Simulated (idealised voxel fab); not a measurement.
process module | voxel quadruple lines
cross-section cut | 290 nm wide | cells 5 nm
A cross-section is a grid of square cells, given in bands from the top down. A band is one or more rows of cells.
Each band's line starts with the height of the band's top and of its bottom, in nm. Then come its materials from left to right, each with its width in nm. One material with "throughout" fills the band from edge to edge. "air" is empty space.
Height 0 is the level under which the wafer as received is all one material. The lowest band goes on downwards, as in "0 down".
A width such as "30 to 40" changes by the same amount from each row of cells to the next, from the band's top row to its bottom row.
"no change" after a step means that no cell of the cross-section changed.
closed voids: empty space of 8 cells or more with no open way to the top, each as width x height at its distance from the left edge, in nm
after a step's settings: what the simulator itself notes on the step
overlay nm, on a step with a mask: how far to the right of its planned place the mask lay; to the left if negative
plan
1 op RECEIVE | material Si
2 op CONFORMAL_DEP | material Al2O3 | thk nm 10
3 op DIRECTIONAL_DEP | material Ru | thk nm 15
4 op DIRECTIONAL_DEP | material polySi | thk nm 20
5 op DIRECTIONAL_DEP | material aC | thk nm 20
6 op PATTERN | tone cover | mask id MANDREL | material resist | width nm 25 | thk nm 30 | overlay nm 0
7 op DIRECTIONAL_ETCH | etch materials aC | depth nm 20
8 op STRIP | etch materials resist
9 op CONFORMAL_DEP | material SiO2 | thk nm 15
10 op DIRECTIONAL_ETCH | etch materials SiO2 | depth nm 15
11 op STRIP | etch materials aC
12 op DIRECTIONAL_ETCH | etch materials polySi | depth nm 20
13 op STRIP | etch materials SiO2
14 op CONFORMAL_DEP | material SiN | thk nm 5
15 op DIRECTIONAL_ETCH | etch materials SiN | depth nm 5
16 op STRIP | etch materials polySi
17 op DIRECTIONAL_ETCH | etch materials Ru | depth nm 15
18 op STRIP | etch materials SiN
19 op FILL_DEP | material lowk | thk nm 5
20 op CMP | height nm 25
as received, after step 1
  0 down: Si throughout
  closed voids: none
a wafer at the end: this start, this plan, one mistake
  25 to 10: lowk 125 | Ru 5 | lowk 25 | Ru 5 | lowk 130
  10 to 0: Al2O3 throughout
  0 down: Si throughout
  closed voids: none
what went wrong: step 6 ran as: op PATTERN | tone open | mask id MANDREL | material resist | width nm 25 | thk nm 30 | overlay nm 0
